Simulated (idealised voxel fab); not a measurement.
The document below concerns the process module designated voxel spacer lines.
Square cells of 5 nm make up the cross-section cut, whose width is 160 nm.
A cross-section in this document is a grid of square cells, and it is written down as bands, the top band listed before the ones below it; a band is made up of one or more rows of cells.
Read a band's entry like this: the first values are the height of its top and the height of its bottom in nm, and what follows is the sequence of materials from left to right, each with its width in nm. Note that "air" is empty space, and that a single material marked "full width" reaches across the band from edge to edge.
Heights from 0 (as-received wafer is one material below). Bottom band endless downward, as "0 and below".
The expression "30 to 40" gives the width at the extremes of the band, the first number at its top row of cells and the second at its bottom row, with the width changing by equal amounts from each row to the next in between.
When a step is marked "no alterations made", none of the cells in the cross-section changed during that step.
Look at "Voids, sealed" for the closed voids: empty spaces with no open path to the top, sized 8 cells or up. Each is width x height at distance, distance from the left edge, all nm.
Where a step's line continues beyond its settings, the continuation is a remark by the simulator itself on that step.
The optional step-line setting "overlay nm" applies to steps with a mask and quantifies how far to the right of its planned location the mask lay, a negative value indicating leftward placement.
So the way this works: pairs, before and after one process step. The after picture only goes down to the lowest band that actually changed, nothing below. Step and its settings are under each pair. And watch out, pairs might come from different runs of this module, same starting wafer though, so a pair only follows on from the one above if its "Prior to processing" entry tells you so.
**Prior to processing**
40 down to 20 = 30 of air / 10 of SiO2 / 20 of air / 10 of SiO2 / 20 of air / 10 of SiO2 / 20 of air / 10 of SiO2 / 30 of air
20 down to 5 = W full width
5 down to 0 = aC full width
0 and below = Si full width
Voids, sealed: none
**Cut View, Post-Step**
40 down to 20 = 30 of air / 10 of SiO2 / 20 of air / 10 of SiO2 / 20 of air / 10 of SiO2 / 20 of air / 10 of SiO2 / 30 of air
20 down to 5 = 30 of air / 10 of W / 20 of air / 10 of W / 20 of air / 10 of W / 20 of air / 10 of W / 30 of air
Everything under 5 stays put, no change at all.
Voids, sealed: none
Operation between the pre and post cross-sections above: DIRECTIONAL_ETCH [etch materials W] [depth nm 15]
Prior to processing: Reference is made to the cross-section shown after the step in the pair directly above, which represents the state prior to this step.
**Cut View, Post-Step**
20 down to 5 = 30 of air / 10 of W / 20 of air / 10 of W / 20 of air / 10 of W / 20 of air / 10 of W / 30 of air
Everything under 5 stays put, no change at all.
Voids, sealed: none
Operation between the pre and post cross-sections above: STRIP [etch materials SiO2]
**Prior to processing**
40 down to 20 = aC full width
20 down to 5 = W full width
5 down to 0 = Al2O3 full width
0 and below = Si full width
Voids, sealed: none
**Cut View, Post-Step**
65 down to 40 = 40 of resist / 20 of air / 40 of resist / 20 of air / 40 of resist
Everything under 40 stays put, no change at all.
Voids, sealed: none
Operation between the pre and post cross-sections above: PATTERN [tone open] [mask id MANDREL] [material resist] [width nm 20] [pitch nm 60] [thk nm 25] [overlay nm 0]
Prior to processing: Reference is made to the cross-section shown after the step in the pair directly above, which represents the state prior to this step.
**Cut View, Post-Step**
45 down to 40 = 40 of resist / 20 of air / 40 of resist / 20 of air / 40 of resist
40 down to 20 = 40 of aC / 20 of air / 40 of aC / 20 of air / 40 of aC
Everything under 20 stays put, no change at all.
Voids, sealed: none
Operation between the pre and post cross-sections above: DIRECTIONAL_ETCH [etch materials aC] [depth nm 20]
Prior to processing: Reference is made to the cross-section shown after the step in the pair directly above, which represents the state prior to this step.
**Cut View, Post-Step**
40 down to 20 = 40 of aC / 20 of air / 40 of aC / 20 of air / 40 of aC
Everything under 20 stays put, no change at all.
Voids, sealed: none
Operation between the pre and post cross-sections above: STRIP [etch materials resist]
Prior to processing: Reference is made to the cross-section shown after the step in the pair directly above, which represents the state prior to this step.
**Cut View, Post-Step**
50 down to 40 = SiO2 full width
40 down to 20 = 40 of aC / 20 of SiO2 / 40 of aC / 20 of SiO2 / 40 of aC
Everything under 20 stays put, no change at all.
Voids, sealed: none
Operation between the pre and post cross-sections above: CONFORMAL_DEP [material SiO2] [thk nm 10]
Prior to processing: Reference is made to the cross-section shown after the step in the pair directly above, which represents the state prior to this step.
**Cut View, Post-Step**
40 down to 20 = 40 of aC / 20 of SiO2 / 40 of aC / 20 of SiO2 / 40 of aC
Everything under 20 stays put, no change at all.
Voids, sealed: none
Operation between the pre and post cross-sections above: DIRECTIONAL_ETCH [etch materials SiO2] [depth nm 10]
Prior to processing: Reference is made to the cross-section shown after the step in the pair directly above, which represents the state prior to this step.
**Cut View, Post-Step**
40 down to 20 = 40 of air / 20 of SiO2 / 40 of air / 20 of SiO2 / 40 of air
Everything under 20 stays put, no change at all.
Voids, sealed: none
Operation between the pre and post cross-sections above: STRIP [etch materials aC]
Prior to processing: Reference is made to the cross-section shown after the step in the pair directly above, which represents the state prior to this step.
**Cut View, Post-Step**
40 down to 20 = 40 of air / 20 of SiO2 / 40 of air / 20 of SiO2 / 40 of air
20 down to 5 = 40 of air / 20 of W / 40 of air / 20 of W / 40 of air
Everything under 5 stays put, no change at all.
Voids, sealed: none
Operation between the pre and post cross-sections above: DIRECTIONAL_ETCH [etch materials W] [depth nm 15]
Prior to processing: Reference is made to the cross-section shown after the step in the pair directly above, which represents the state prior to this step.
**Cut View, Post-Step**
20 down to 5 = 40 of air / 20 of W / 40 of air / 20 of W / 40 of air
Everything under 5 stays put, no change at all.
Voids, sealed: none
Operation between the pre and post cross-sections above: STRIP [etch materials SiO2]
